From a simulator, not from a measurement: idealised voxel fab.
process module | voxel gate over fins
The cross-section shown here is cut; it is 220 nm wide and divided into square cells measuring 5 nm on a side.
The cross-sections in this document take the form of a grid made of square cells. They are written out as bands, in order from top to bottom. Each band consists of one or more rows of cells.
The band entry comprises the height of the band's top followed by the height of its bottom, expressed in nm, and subsequently the band's materials from left to right, each stated together with its width in nm. Where a single material is marked with the word "full width", that material fills the band from edge to edge. The word "blank" represents empty space.
Where do heights start? At 0: under that level the wafer as delivered is made of one material only. And the lowest band has no floor; it just carries on downward, as in "0..down".
So if you see something like "30..40" for the width, read it as the top row of the band sitting at the first number and the bottom row at the second, with every row in between moving by the same amount as the last.
You'll sometimes find "nothing changed" written for a step, and that's the way of saying that nowhere in the cross-section did a cell change during that step.
Entry "Unvented voids". Content: empty spaces with no open connection to the top, size 8 cells or greater. Each: width x height at distance. Distance: from left edge. Unit: nm.
Whatever follows a step's settings on its line is a remark the simulator itself makes about that step.
Among the settings permitted on a step's line is "overlay nm"; applied to a step with a mask, it specifies the extent to which the mask lay to the right of its planned position, whereas a negative figure signifies a position to the left.

[Set out below are the planned steps of the process]
1 RECEIVE (material Si)
2 CONFORMAL_DEP (material SiN; thk nm 10)
3 PATTERN (tone cover; mask id FINS; material resist; width nm 15; pitch nm 55; thk nm 15; overlay nm 0)
4 DIRECTIONAL_ETCH (etch materials SiN; depth nm 10)
5 DIRECTIONAL_ETCH (etch materials Si; depth nm 30)
6 STRIP (etch materials resist)
7 FILL_DEP (material SiO2; thk nm 5)
8 CMP (height nm 10)
9 PATTERN (tone open; mask id RAIL; material resist; width nm 15; thk nm 20; overlay nm 0)
10 DIRECTIONAL_ETCH (etch materials SiO2; depth nm 35)
11 STRIP (etch materials resist)
12 CONFORMAL_DEP (material TiN; thk nm 5)
13 FILL_DEP (material W; thk nm 5)
14 CMP (height nm 10)
15 SELECTIVE_ETCH (etch materials W Ru TiN; depth nm 30)
16 FILL_DEP (material SiO2; thk nm 5)
17 CMP (height nm 10)
18 SELECTIVE_ETCH (etch materials SiO2; depth nm 20)
19 STRIP (etch materials SiN)
20 CONFORMAL_DEP (material HfO2; thk nm 5)
21 CONFORMAL_DEP (material TiN; thk nm 5)
22 FILL_DEP (material W; thk nm 15)
23 CMP (height nm 20)
24 CONFORMAL_DEP (material SiCN; thk nm 10)

[Step 1 complete: cross-section of the wafer as received]
	0..down = Si full width
	Unvented voids: none

[End state of the module in cross-section, given the above starting point and plan and one mistake in execution]
	30..20 = SiCN full width
	20..10 = W full width
	10..5 = 35 nm W / 40 nm TiN / 15 nm W / 40 nm TiN / 15 nm W / 40 nm TiN / 35 nm W
	5..0 = 35 nm W / 5 nm TiN / 30 nm HfO2 / 5 nm TiN / 15 nm W / 5 nm TiN / 30 nm HfO2 / 5 nm TiN / 15 nm W / 5 nm TiN / 30 nm HfO2 / 5 nm TiN / 35 nm W
	0..-5 = 40 nm TiN / 5 nm HfO2 / 20 nm Si / 5 nm HfO2 / 25 nm TiN / 5 nm HfO2 / 20 nm Si / 5 nm HfO2 / 25 nm TiN / 5 nm HfO2 / 20 nm Si / 5 nm HfO2 / 40 nm TiN
	-5..-10 = 45 nm HfO2 / 20 nm Si / 35 nm HfO2 / 20 nm Si / 35 nm HfO2 / 20 nm Si / 45 nm HfO2
	-10..-20 = 45 nm SiO2 / 20 nm Si / 35 nm SiO2 / 20 nm Si / 35 nm SiO2 / 20 nm Si / 45 nm SiO2
	-20..-25 = 45 nm SiO2 / 20 nm Si / 5 nm SiO2 / 15 nm TiN / 15 nm SiO2 / 20 nm Si / 35 nm SiO2 / 20 nm Si / 45 nm SiO2
	-25..-30 = 45 nm SiO2 / 20 nm Si / 35 nm SiO2 / 20 nm Si / 35 nm SiO2 / 20 nm Si / 45 nm SiO2
	-30..down = Si full width
	Unvented voids: none
What was the processing mistake? it should be noted that step 3 was executed with settings other than those planned, the operation and settings actually applied being PATTERN (tone cover; mask id FINS; material resist; width nm 20; pitch nm 55; thk nm 15; overlay nm 0)
